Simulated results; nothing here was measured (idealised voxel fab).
This section sets out a process module, namely voxel trench capacitor.
Cross-section cut spans 225 nm and uses square cells 5 nm in size.
Bands, listed from the top down, are how a cross-section gets written in this document; the cross-section itself is a grid of square cells, and a band is one or more rows of them.
Band entry format. Leading values: height of top, height of bottom, nm. Remainder: materials in left-to-right order, each with its width in nm. Special words: "throughout" on a single material, which then fills the band edge to edge; "air", empty space.
Heights are reckoned from 0. Under this level, the received wafer is all of one material. The bottommost band is open-ended downward, for example "0 and below".
Width "30..40": first value at the band's top row of cells, second value at its bottom row, equal change from row to row.
It should be understood that the words "nothing was modified", when stated for a given step, signify that the cross-section underwent no change in any of its cells during that step.
Closed void register: empty space of 8 cells or more with no open way to the top, each as width x height at its distance from the left edge, in nm
Text after the settings on a step's line: the simulator's own remark on that step.
For masked steps, "overlay nm" on the step line gives how far right of plan the mask actually lay; a minus sign means it lay to the left.
Each pair below shows a cross-section before one step and the cross-section after it, down to the lowest band that changed. The line under each pair gives the step between them, with its settings. The pairs can come from different runs of this module on the same starting wafer, so a pair continues from the pair above only where its "Prior state" says so.
PRIOR STATE
> 0 and below: Si throughout
> Closed void register: none
AFTER
> 10 down to 0: SiN throughout
> Unchanged below 0.
> Closed void register: none
What process step lies between the two cross-sections above? CONFORMAL_DEP: material SiN, thk nm 10
Prior state: The cross-section prior to this step is the one presented after the step of the pair immediately above.
AFTER
> 30 down to 10: resist: 50 / air: 25 / resist: 25 / air: 25 / resist: 25 / air: 25 / resist: 50
> Unchanged below 10.
> Closed void register: none
What process step lies between the two cross-sections above? PATTERN: tone open, mask id TRENCH, material resist, width nm 25, pitch nm 50, thk nm 20, overlay nm 0
Prior state: The cross-section prior to this step is the one presented after the step of the pair immediately above.
AFTER
> 30 down to 10: resist: 50 / air: 25 / resist: 25 / air: 25 / resist: 25 / air: 25 / resist: 50
> 10 down to 0: SiN: 50 / air: 25 / SiN: 25 / air: 25 / SiN: 25 / air: 25 / SiN: 50
> Unchanged below 0.
> Closed void register: none
What process step lies between the two cross-sections above? DIRECTIONAL_ETCH: etch materials SiN, depth nm 10
Prior state: The cross-section prior to this step is the one presented after the step of the pair immediately above.
AFTER
> 30 down to 10: resist: 50 / air: 25 / resist: 25 / air: 25 / resist: 25 / air: 25 / resist: 50
> 10 down to 0: SiN: 50 / air: 25 / SiN: 25 / air: 25 / SiN: 25 / air: 25 / SiN: 50
> 0 down to -30: Si: 50 / air: 25 / Si: 25 / air: 25 / Si: 25 / air: 25 / Si: 50
> Unchanged below -30.
> Closed void register: none
What process step lies between the two cross-sections above? DIRECTIONAL_ETCH: etch materials Si, depth nm 30
Prior state: The cross-section prior to this step is the one presented after the step of the pair immediately above.
AFTER
> 10 down to 0: SiN: 50 / air: 25 / SiN: 25 / air: 25 / SiN: 25 / air: 25 / SiN: 50
> Unchanged below 0.
> Closed void register: none
What process step lies between the two cross-sections above? STRIP: etch materials resist
Prior state: The cross-section prior to this step is the one presented after the step of the pair immediately above.
AFTER
> 15 down to 10: Al2O3: 55 / air: 15 / Al2O3: 35 / air: 15 / Al2O3: 35 / air: 15 / Al2O3: 55
> 10 down to 0: SiN: 50 / Al2O3: 5 / air: 15 / Al2O3: 5 / SiN: 25 / Al2O3: 5 / air: 15 / Al2O3: 5 / SiN: 25 / Al2O3: 5 / air: 15 / Al2O3: 5 / SiN: 50
> 0 down to -25: Si: 50 / Al2O3: 5 / air: 15 / Al2O3: 5 / Si: 25 / Al2O3: 5 / air: 15 / Al2O3: 5 / Si: 25 / Al2O3: 5 / air: 15 / Al2O3: 5 / Si: 50
> -25 down to -30: Si: 50 / Al2O3: 25 / Si: 25 / Al2O3: 25 / Si: 25 / Al2O3: 25 / Si: 50
> Unchanged below -30.
> Closed void register: none
What process step lies between the two cross-sections above? CONFORMAL_DEP: material Al2O3, thk nm 5
Prior state: The cross-section prior to this step is the one presented after the step of the pair immediately above.
AFTER
> 25 down to 15: polySi throughout
> 15 down to 10: Al2O3: 55 / polySi: 15 / Al2O3: 35 / polySi: 15 / Al2O3: 35 / polySi: 15 / Al2O3: 55
> 10 down to 0: SiN: 50 / Al2O3: 5 / polySi: 15 / Al2O3: 5 / SiN: 25 / Al2O3: 5 / polySi: 15 / Al2O3: 5 / SiN: 25 / Al2O3: 5 / polySi: 15 / Al2O3: 5 / SiN: 50
> 0 down to -25: Si: 50 / Al2O3: 5 / polySi: 15 / Al2O3: 5 / Si: 25 / Al2O3: 5 / polySi: 15 / Al2O3: 5 / Si: 25 / Al2O3: 5 / polySi: 15 / Al2O3: 5 / Si: 50
> Unchanged below -25.
> Closed void register: none
What process step lies between the two cross-sections above? FILL_DEP: material polySi, thk nm 10
Prior state: The cross-section prior to this step is the one presented after the step of the pair immediately above.
AFTER
> 10 down to 0: SiN: 50 / Al2O3: 5 / polySi: 15 / Al2O3: 5 / SiN: 25 / Al2O3: 5 / polySi: 15 / Al2O3: 5 / SiN: 25 / Al2O3: 5 / polySi: 15 / Al2O3: 5 / SiN: 50
> Unchanged below 0.
> Closed void register: none
What process step lies between the two cross-sections above? CMP: height nm 10
PRIOR STATE
> 30 down to 10: resist: 50 / air: 25 / resist: 25 / air: 25 / resist: 25 / air: 25 / resist: 50
> 10 down to 0: SiN: 50 / air: 25 / SiN: 25 / air: 25 / SiN: 25 / air: 25 / SiN: 50
> 0 down to -30: Si: 50 / air: 25 / Si: 25 / air: 25 / Si: 25 / air: 25 / Si: 50
> -30 and below: Si throughout
> Closed void register: none
AFTER
> 30 down to 10: resist: 50 / air: 25 / resist: 25 / air: 25 / resist: 25 / air: 25 / resist: 50
> 10 down to 0: SiN: 50 / air: 25 / SiN: 25 / air: 25 / SiN: 25 / air: 25 / SiN: 50
> 0 down to -60: Si: 50 / air: 25 / Si: 25 / air: 25 / Si: 25 / air: 25 / Si: 50
> Unchanged below -60.
> Closed void register: none
What process step lies between the two cross-sections above? DIRECTIONAL_ETCH: etch materials Si, depth nm 30
Prior state: The cross-section prior to this step is the one presented after the step of the pair immediately above.
AFTER
> 10 down to 0: SiN: 50 / air: 25 / SiN: 25 / air: 25 / SiN: 25 / air: 25 / SiN: 50
> Unchanged below 0.
> Closed void register: none
What process step lies between the two cross-sections above? STRIP: etch materials resist
Prior state: The cross-section prior to this step is the one presented after the step of the pair immediately above.
AFTER
> 15 down to 10: Al2O3: 55 / air: 15 / Al2O3: 35 / air: 15 / Al2O3: 35 / air: 15 / Al2O3: 55
> 10 down to 0: SiN: 50 / Al2O3: 5 / air: 15 / Al2O3: 5 / SiN: 25 / Al2O3: 5 / air: 15 / Al2O3: 5 / SiN: 25 / Al2O3: 5 / air: 15 / Al2O3: 5 / SiN: 50
> 0 down to -55: Si: 50 / Al2O3: 5 / air: 15 / Al2O3: 5 / Si: 25 / Al2O3: 5 / air: 15 / Al2O3: 5 / Si: 25 / Al2O3: 5 / air: 15 / Al2O3: 5 / Si: 50
> -55 down to -60: Si: 50 / Al2O3: 25 / Si: 25 / Al2O3: 25 / Si: 25 / Al2O3: 25 / Si: 50
> Unchanged below -60.
> Closed void register: none
What process step lies between the two cross-sections above? CONFORMAL_DEP: material Al2O3, thk nm 5
Prior state: The cross-section prior to this step is the one presented after the step of the pair immediately above.
AFTER
> 25 down to 15: polySi throughout
> 15 down to 10: Al2O3: 55 / polySi: 15 / Al2O3: 35 / polySi: 15 / Al2O3: 35 / polySi: 15 / Al2O3: 55
> 10 down to 0: SiN: 50 / Al2O3: 5 / polySi: 15 / Al2O3: 5 / SiN: 25 / Al2O3: 5 / polySi: 15 / Al2O3: 5 / SiN: 25 / Al2O3: 5 / polySi: 15 / Al2O3: 5 / SiN: 50
> 0 down to -55: Si: 50 / Al2O3: 5 / polySi: 15 / Al2O3: 5 / Si: 25 / Al2O3: 5 / polySi: 15 / Al2O3: 5 / Si: 25 / Al2O3: 5 / polySi: 15 / Al2O3: 5 / Si: 50
> Unchanged below -55.
> Closed void register: none
What process step lies between the two cross-sections above? FILL_DEP: material polySi, thk nm 10
Prior state: The cross-section prior to this step is the one presented after the step of the pair immediately above.
AFTER
> 10 down to 0: SiN: 50 / Al2O3: 5 / polySi: 15 / Al2O3: 5 / SiN: 25 / Al2O3: 5 / polySi: 15 / Al2O3: 5 / SiN: 25 / Al2O3: 5 / polySi: 15 / Al2O3: 5 / SiN: 50
> Unchanged below 0.
> Closed void register: none
What process step lies between the two cross-sections above? CMP: height nm 10
PRIOR STATE
> 30 down to 10: resist: 50 / air: 25 / resist: 25 / air: 25 / resist: 25 / air: 25 / resist: 50
> 10 down to 0: SiN: 50 / air: 25 / SiN: 25 / air: 25 / SiN: 25 / air: 25 / SiN: 50
> 0 and below: Si throughout
> Closed void register: none
AFTER
> 10 down to 0: SiN: 50 / air: 25 / SiN: 25 / air: 25 / SiN: 25 / air: 25 / SiN: 50
> Unchanged below 0.
> Closed void register: none
What process step lies between the two cross-sections above? STRIP: etch materials resist
Prior state: The cross-section prior to this step is the one presented after the step of the pair immediately above.
AFTER
> 10 down to 0: SiN: 50 / air: 25 / SiN: 25 / air: 25 / SiN: 25 / air: 25 / SiN: 50
> 0 down to -30: Si: 50 / air: 25 / Si: 25 / air: 25 / Si: 25 / air: 25 / Si: 50
> Unchanged below -30.
> Closed void register: none
What process step lies between the two cross-sections above? DIRECTIONAL_ETCH: etch materials Si, depth nm 30
PRIOR STATE
> 25 down to 15: polySi throughout
> 15 down to 10: Al2O3: 55 / polySi: 15 / Al2O3: 35 / polySi: 15 / Al2O3: 35 / polySi: 15 / Al2O3: 55
> 10 down to 0: SiN: 50 / Al2O3: 5 / polySi: 15 / Al2O3: 5 / SiN: 25 / Al2O3: 5 / polySi: 15 / Al2O3: 5 / SiN: 25 / Al2O3: 5 / polySi: 15 / Al2O3: 5 / SiN: 50
> 0 down to -25: Si: 50 / Al2O3: 5 / polySi: 15 / Al2O3: 5 / Si: 25 / Al2O3: 5 / polySi: 15 / Al2O3: 5 / Si: 25 / Al2O3: 5 / polySi: 15 / Al2O3: 5 / Si: 50
> -25 down to -30: Si: 50 / Al2O3: 25 / Si: 25 / Al2O3: 25 / Si: 25 / Al2O3: 25 / Si: 50
> -30 and below: Si throughout
> Closed void register: none
AFTER
> 5 down to 0: SiN: 50 / Al2O3: 5 / polySi: 15 / Al2O3: 5 / SiN: 25 / Al2O3: 5 / polySi: 15 / Al2O3: 5 / SiN: 25 / Al2O3: 5 / polySi: 15 / Al2O3: 5 / SiN: 50
> Unchanged below 0.
> Closed void register: none
What process step lies between the two cross-sections above? CMP: height nm 5
PRIOR STATE
> 10 down to 0: SiN throughout
> 0 and below: Si throughout
> Closed void register: none
AFTER
> 30 down to 10: resist: 55 / air: 20 / resist: 30 / air: 20 / resist: 30 / air: 20 / resist: 50
> Unchanged below 10.
> Closed void register: none
What process step lies between the two cross-sections above? PATTERN: tone open, mask id TRENCH, material resist, width nm 20, pitch nm 50, thk nm 20, overlay nm 0
Prior state: The cross-section prior to this step is the one presented after the step of the pair immediately above.
AFTER
> 30 down to 10: resist: 55 / air: 20 / resist: 30 / air: 20 / resist: 30 / air: 20 / resist: 50
> 10 down to 0: SiN: 55 / air: 20 / SiN: 30 / air: 20 / SiN: 30 / air: 20 / SiN: 50
> Unchanged below 0.
> Closed void register: none
What process step lies between the two cross-sections above? DIRECTIONAL_ETCH: etch materials SiN, depth nm 10
Prior state: The cross-section prior to this step is the one presented after the step of the pair immediately above.
AFTER
> 30 down to 10: resist: 55 / air: 20 / resist: 30 / air: 20 / resist: 30 / air: 20 / resist: 50
> 10 down to 0: SiN: 55 / air: 20 / SiN: 30 / air: 20 / SiN: 30 / air: 20 / SiN: 50
> 0 down to -30: Si: 55 / air: 20 / Si: 30 / air: 20 / Si: 30 / air: 20 / Si: 50
> Unchanged below -30.
> Closed void register: none
What process step lies between the two cross-sections above? DIRECTIONAL_ETCH: etch materials Si, depth nm 30
Prior state: The cross-section prior to this step is the one presented after the step of the pair immediately above.
AFTER
> 10 down to 0: SiN: 55 / air: 20 / SiN: 30 / air: 20 / SiN: 30 / air: 20 / SiN: 50
> Unchanged below 0.
> Closed void register: none
What process step lies between the two cross-sections above? STRIP: etch materials resist
Prior state: The cross-section prior to this step is the one presented after the step of the pair immediately above.
AFTER
> 15 down to 10: Al2O3: 60 / air: 10 / Al2O3: 40 / air: 10 / Al2O3: 40 / air: 10 / Al2O3: 55
> 10 down to 0: SiN: 55 / Al2O3: 5 / air: 10 / Al2O3: 5 / SiN: 30 / Al2O3: 5 / air: 10 / Al2O3: 5 / SiN: 30 / Al2O3: 5 / air: 10 / Al2O3: 5 / SiN: 50
> 0 down to -25: Si: 55 / Al2O3: 5 / air: 10 / Al2O3: 5 / Si: 30 / Al2O3: 5 / air: 10 / Al2O3: 5 / Si: 30 / Al2O3: 5 / air: 10 / Al2O3: 5 / Si: 50
> -25 down to -30: Si: 55 / Al2O3: 20 / Si: 30 / Al2O3: 20 / Si: 30 / Al2O3: 20 / Si: 50
> Unchanged below -30.
> Closed void register: none
What process step lies between the two cross-sections above? CONFORMAL_DEP: material Al2O3, thk nm 5
Prior state: The cross-section prior to this step is the one presented after the step of the pair immediately above.
AFTER
> 25 down to 15: polySi throughout
> 15 down to 10: Al2O3: 60 / polySi: 10 / Al2O3: 40 / polySi: 10 / Al2O3: 40 / polySi: 10 / Al2O3: 55
> 10 down to 0: SiN: 55 / Al2O3: 5 / polySi: 10 / Al2O3: 5 / SiN: 30 / Al2O3: 5 / polySi: 10 / Al2O3: 5 / SiN: 30 / Al2O3: 5 / polySi: 10 / Al2O3: 5 / SiN: 50
> 0 down to -25: Si: 55 / Al2O3: 5 / polySi: 10 / Al2O3: 5 / Si: 30 / Al2O3: 5 / polySi: 10 / Al2O3: 5 / Si: 30 / Al2O3: 5 / polySi: 10 / Al2O3: 5 / Si: 50
> Unchanged below -25.
> Closed void register: none
What process step lies between the two cross-sections above? FILL_DEP: material polySi, thk nm 10
Prior state: The cross-section prior to this step is the one presented after the step of the pair immediately above.
AFTER
> 10 down to 0: SiN: 55 / Al2O3: 5 / polySi: 10 / Al2O3: 5 / SiN: 30 / Al2O3: 5 / polySi: 10 / Al2O3: 5 / SiN: 30 / Al2O3: 5 / polySi: 10 / Al2O3: 5 / SiN: 50
> Unchanged below 0.
> Closed void register: none
What process step lies between the two cross-sections above? CMP: height nm 10
PRIOR STATE
> 10 down to 0: SiN throughout
> 0 and below: Si throughout
> Closed void register: none
AFTER
> 30 down to 10: resist: 45 / air: 25 / resist: 25 / air: 25 / resist: 25 / air: 25 / resist: 55
> Unchanged below 10.
> Closed void register: none
What process step lies between the two cross-sections above? PATTERN: tone open, mask id TRENCH, material resist, width nm 25, pitch nm 50, thk nm 20, overlay nm -5
Prior state: The cross-section prior to this step is the one presented after the step of the pair immediately above.
AFTER
> 30 down to 10: resist: 45 / air: 25 / resist: 25 / air: 25 / resist: 25 / air: 25 / resist: 55
> 10 down to 0: SiN: 45 / air: 25 / SiN: 25 / air: 25 / SiN: 25 / air: 25 / SiN: 55
> Unchanged below 0.
> Closed void register: none
What process step lies between the two cross-sections above? DIRECTIONAL_ETCH: etch materials SiN, depth nm 10
Prior state: The cross-section prior to this step is the one presented after the step of the pair immediately above.
AFTER
> 30 down to 10: resist: 45 / air: 25 / resist: 25 / air: 25 / resist: 25 / air: 25 / resist: 55
> 10 down to 0: SiN: 45 / air: 25 / SiN: 25 / air: 25 / SiN: 25 / air: 25 / SiN: 55
> 0 down to -30: Si: 45 / air: 25 / Si: 25 / air: 25 / Si: 25 / air: 25 / Si: 55
> Unchanged below -30.
> Closed void register: none
What process step lies between the two cross-sections above? DIRECTIONAL_ETCH: etch materials Si, depth nm 30
Prior state: The cross-section prior to this step is the one presented after the step of the pair immediately above.
AFTER
> 10 down to 0: SiN: 45 / air: 25 / SiN: 25 / air: 25 / SiN: 25 / air: 25 / SiN: 55
> Unchanged below 0.
> Closed void register: none
What process step lies between the two cross-sections above? STRIP: etch materials resist
Prior state: The cross-section prior to this step is the one presented after the step of the pair immediately above.
AFTER
> 15 down to 10: Al2O3: 50 / air: 15 / Al2O3: 35 / air: 15 / Al2O3: 35 / air: 15 / Al2O3: 60
> 10 down to 0: SiN: 45 / Al2O3: 5 / air: 15 / Al2O3: 5 / SiN: 25 / Al2O3: 5 / air: 15 / Al2O3: 5 / SiN: 25 / Al2O3: 5 / air: 15 / Al2O3: 5 / SiN: 55
> 0 down to -25: Si: 45 / Al2O3: 5 / air: 15 / Al2O3: 5 / Si: 25 / Al2O3: 5 / air: 15 / Al2O3: 5 / Si: 25 / Al2O3: 5 / air: 15 / Al2O3: 5 / Si: 55
> -25 down to -30: Si: 45 / Al2O3: 25 / Si: 25 / Al2O3: 25 / Si: 25 / Al2O3: 25 / Si: 55
> Unchanged below -30.
> Closed void register: none
What process step lies between the two cross-sections above? CONFORMAL_DEP: material Al2O3, thk nm 5
Prior state: The cross-section prior to this step is the one presented after the step of the pair immediately above.
AFTER
> 25 down to 15: polySi throughout
> 15 down to 10: Al2O3: 50 / polySi: 15 / Al2O3: 35 / polySi: 15 / Al2O3: 35 / polySi: 15 / Al2O3: 60
> 10 down to 0: SiN: 45 / Al2O3: 5 / polySi: 15 / Al2O3: 5 / SiN: 25 / Al2O3: 5 / polySi: 15 / Al2O3: 5 / SiN: 25 / Al2O3: 5 / polySi: 15 / Al2O3: 5 / SiN: 55
> 0 down to -25: Si: 45 / Al2O3: 5 / polySi: 15 / Al2O3: 5 / Si: 25 / Al2O3: 5 / polySi: 15 / Al2O3: 5 / Si: 25 / Al2O3: 5 / polySi: 15 / Al2O3: 5 / Si: 55
> Unchanged below -25.
> Closed void register: none
What process step lies between the two cross-sections above? FILL_DEP: material polySi, thk nm 10
Prior state: The cross-section prior to this step is the one presented after the step of the pair immediately above.
AFTER
> 10 down to 0: SiN: 45 / Al2O3: 5 / polySi: 15 / Al2O3: 5 / SiN: 25 / Al2O3: 5 / polySi: 15 / Al2O3: 5 / SiN: 25 / Al2O3: 5 / polySi: 15 / Al2O3: 5 / SiN: 55
> Unchanged below 0.
> Closed void register: none
What process step lies between the two cross-sections above? CMP: height nm 10
PRIOR STATE
> 0 and below: Si throughout
> Closed void register: none
AFTER
> 10 down to 0: Al2O3 throughout
> Unchanged below 0.
> Closed void register: none
What process step lies between the two cross-sections above? CONFORMAL_DEP: material Al2O3, thk nm 10
Prior state: The cross-section prior to this step is the one presented after the step of the pair immediately above.
AFTER
> 30 down to 10: resist: 50 / air: 25 / resist: 25 / air: 25 / resist: 25 / air: 25 / resist: 50
> Unchanged below 10.
> Closed void register: none
What process step lies between the two cross-sections above? PATTERN: tone open, mask id TRENCH, material resist, width nm 25, pitch nm 50, thk nm 20, overlay nm 0
Prior state: The cross-section prior to this step is the one presented after the step of the pair immediately above.
AFTER
> 10 down to 0: Al2O3 throughout
> Unchanged below 0.
> Closed void register: none
What process step lies between the two cross-sections above? STRIP: etch materials resist
Prior state: The cross-section prior to this step is the one presented after the step of the pair immediately above.
AFTER
> 15 down to 0: Al2O3 throughout
> Unchanged below 0.
> Closed void register: none
What process step lies between the two cross-sections above? CONFORMAL_DEP: material Al2O3, thk nm 5
Prior state: The cross-section prior to this step is the one presented after the step of the pair immediately above.
AFTER
> 25 down to 15: polySi throughout
> Unchanged below 15.
> Closed void register: none
What process step lies between the two cross-sections above? FILL_DEP: material polySi, thk nm 10
Prior state: The cross-section prior to this step is the one presented after the step of the pair immediately above.
AFTER
> 10 down to 0: Al2O3 throughout
> Unchanged below 0.
> Closed void register: none
What process step lies between the two cross-sections above? CMP: height nm 10
PRIOR STATE
> 10 down to 0: SiN throughout
> 0 and below: Si throughout
> Closed void register: none
AFTER
> 30 down to 10: air: 50 / resist: 25 / air: 25 / resist: 25 / air: 25 / resist: 25 / air: 50
> Unchanged below 10.
> Closed void register: none
What process step lies between the two cross-sections above? PATTERN: tone cover, mask id TRENCH, material resist, width nm 25, pitch nm 50, thk nm 20, overlay nm 0
Prior state: The cross-section prior to this step is the one presented after the step of the pair immediately above.
AFTER
> 30 down to 10: air: 50 / resist: 25 / air: 25 / resist: 25 / air: 25 / resist: 25 / air: 50
> 10 down to 0: air: 50 / SiN: 25 / air: 25 / SiN: 25 / air: 25 / SiN: 25 / air: 50
> Unchanged below 0.
> Closed void register: none
What process step lies between the two cross-sections above? DIRECTIONAL_ETCH: etch materials SiN, depth nm 10
Prior state: The cross-section prior to this step is the one presented after the step of the pair immediately above.
AFTER
> 30 down to 10: air: 50 / resist: 25 / air: 25 / resist: 25 / air: 25 / resist: 25 / air: 50
> 10 down to 0: air: 50 / SiN: 25 / air: 25 / SiN: 25 / air: 25 / SiN: 25 / air: 50
> 0 down to -30: air: 50 / Si: 25 / air: 25 / Si: 25 / air: 25 / Si: 25 / air: 50
> Unchanged below -30.
> Closed void register: none
What process step lies between the two cross-sections above? DIRECTIONAL_ETCH: etch materials Si, depth nm 30
Prior state: The cross-section prior to this step is the one presented after the step of the pair immediately above.
AFTER
> 10 down to 0: air: 50 / SiN: 25 / air: 25 / SiN: 25 / air: 25 / SiN: 25 / air: 50
> Unchanged below 0.
> Closed void register: none
What process step lies between the two cross-sections above? STRIP: etch materials resist
Prior state: The cross-section prior to this step is the one presented after the step of the pair immediately above.
AFTER
> 15 down to 10: air: 45 / Al2O3: 35 / air: 15 / Al2O3: 35 / air: 15 / Al2O3: 35 / air: 45
> 10 down to 0: air: 45 / Al2O3: 5 / SiN: 25 / Al2O3: 5 / air: 15 / Al2O3: 5 / SiN: 25 / Al2O3: 5 / air: 15 / Al2O3: 5 / SiN: 25 / Al2O3: 5 / air: 45
> 0 down to -25: air: 45 / Al2O3: 5 / Si: 25 / Al2O3: 5 / air: 15 / Al2O3: 5 / Si: 25 / Al2O3: 5 / air: 15 / Al2O3: 5 / Si: 25 / Al2O3: 5 / air: 45
> -25 down to -30: Al2O3: 50 / Si: 25 / Al2O3: 25 / Si: 25 / Al2O3: 25 / Si: 25 / Al2O3: 50
> Unchanged below -30.
> Closed void register: none
What process step lies between the two cross-sections above? CONFORMAL_DEP: material Al2O3, thk nm 5
Prior state: The cross-section prior to this step is the one presented after the step of the pair immediately above.
AFTER
> 25 down to 15: polySi throughout
> 15 down to 10: polySi: 45 / Al2O3: 35 / polySi: 15 / Al2O3: 35 / polySi: 15 / Al2O3: 35 / polySi: 45
> 10 down to 0: polySi: 45 / Al2O3: 5 / SiN: 25 / Al2O3: 5 / polySi: 15 / Al2O3: 5 / SiN: 25 / Al2O3: 5 / polySi: 15 / Al2O3: 5 / SiN: 25 / Al2O3: 5 / polySi: 45
> 0 down to -25: polySi: 45 / Al2O3: 5 / Si: 25 / Al2O3: 5 / polySi: 15 / Al2O3: 5 / Si: 25 / Al2O3: 5 / polySi: 15 / Al2O3: 5 / Si: 25 / Al2O3: 5 / polySi: 45
> Unchanged below -25.
> Closed void register: none
What process step lies between the two cross-sections above? FILL_DEP: material polySi, thk nm 10
Prior state: The cross-section prior to this step is the one presented after the step of the pair immediately above.
AFTER
> 10 down to 0: polySi: 45 / Al2O3: 5 / SiN: 25 / Al2O3: 5 / polySi: 15 / Al2O3: 5 / SiN: 25 / Al2O3: 5 / polySi: 15 / Al2O3: 5 / SiN: 25 / Al2O3: 5 / polySi: 45
> Unchanged below 0.
> Closed void register: none
What process step lies between the two cross-sections above? CMP: height nm 10
